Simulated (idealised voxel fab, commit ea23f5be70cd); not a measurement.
Process module name: voxel fin reveal
Cross-section cut spans 275 nm and uses square cells 5 nm in size.
This document writes a cross-section as a grid whose cells are square, and gives it as bands, listed from the top down; one or more rows of cells form a band.
The band entry comprises the height of the band's top followed by the height of its bottom, expressed in nm, and subsequently the band's materials from left to right, each stated together with its width in nm. Where a single material is marked with the word "everywhere", that material fills the band from edge to edge. The word "empty" represents empty space.
We count height from 0. Below that, the starting wafer is all one material. The lowest band never ends at the bottom but goes on down; see "z 0 and below" for how that is written.
Top row gets the first number, bottom row gets the second, and each row in between changes by the same step: that is how a band width like "30->40" works.
The cross-section has no changed cell in any step marked "no change occurred".
You'll see "Encapsulated voids" listing empty spaces that have no way open to the top, as long as they're 8 cells or more; the notation is width x height at distance, where the distance is from the left edge, and all of it is in nm.
Anything after a step's settings on that line? It's the simulator's own note about the step.
Each step line may optionally specify "overlay nm", which for a step with a mask gives the rightward distance between the mask's planned place and where it lay, a negative value indicating the leftward direction.
PLANNED PROCESS STEPS
| 1 | RECEIVE (material Si) |
| 2 | CONFORMAL_DEP (material SiN; thk nm 5) |
| 3 | DIRECTIONAL_DEP (material aC; thk nm 10) |
| 4 | PATTERN (tone cover; mask id FINS; material resist; width nm 15; pitch nm 35; thk nm 25; overlay nm 0) |
| 5 | DIRECTIONAL_ETCH (etch materials aC; depth nm 10) |
| 6 | STRIP (etch materials resist) |
| 7 | DIRECTIONAL_ETCH (etch materials SiN; depth nm 5) |
| 8 | DIRECTIONAL_ETCH (etch materials Si; depth nm 35) |
| 9 | STRIP (etch materials aC) |
| 10 | FILL_DEP (material SiO2; thk nm 5) |
| 11 | CMP (height nm 5) |
| 12 | SELECTIVE_ETCH (etch materials SiO2; depth nm 15) |
| 13 | STRIP (etch materials SiN) |
| 14 | CONFORMAL_DEP (material SiO2; thk nm 5) |
CROSS-SECTIONAL VIEW OF THE WAFER IN ITS AS-RECEIVED CONDITION, CORRESPONDING TO THE STATE AFTER STEP 1
	z 0 and below  Si everywhere
	Encapsulated voids: none
A WAFER AT THE END: THIS START, THIS PLAN, ONE MISTAKE
	z 5 to 0  90 of empty / 25 of SiO2 / 10 of empty / 25 of SiO2 / 10 of empty / 25 of SiO2 / 90 of empty
	z 0 to -5  90 of empty / 5 of SiO2 / 15 of Si / 5 of SiO2 / 10 of empty / 5 of SiO2 / 15 of Si / 5 of SiO2 / 10 of empty / 5 of SiO2 / 15 of Si / 5 of SiO2 / 90 of empty
	z -5 to -10  85 of SiO2 / 5 of empty / 5 of SiO2 / 15 of Si / 5 of SiO2 / 10 of empty / 5 of SiO2 / 15 of Si / 5 of SiO2 / 10 of empty / 5 of SiO2 / 15 of Si / 5 of SiO2 / 5 of empty / 85 of SiO2
	z -10 to -35  95 of SiO2 / 15 of Si / 20 of SiO2 / 15 of Si / 20 of SiO2 / 15 of Si / 95 of SiO2
	z -35 and below  Si everywhere
	Encapsulated voids: none
Heads up, the wafer didn't run the way we planned it: note: step 12 <-> step 13, run order reversed vs plan
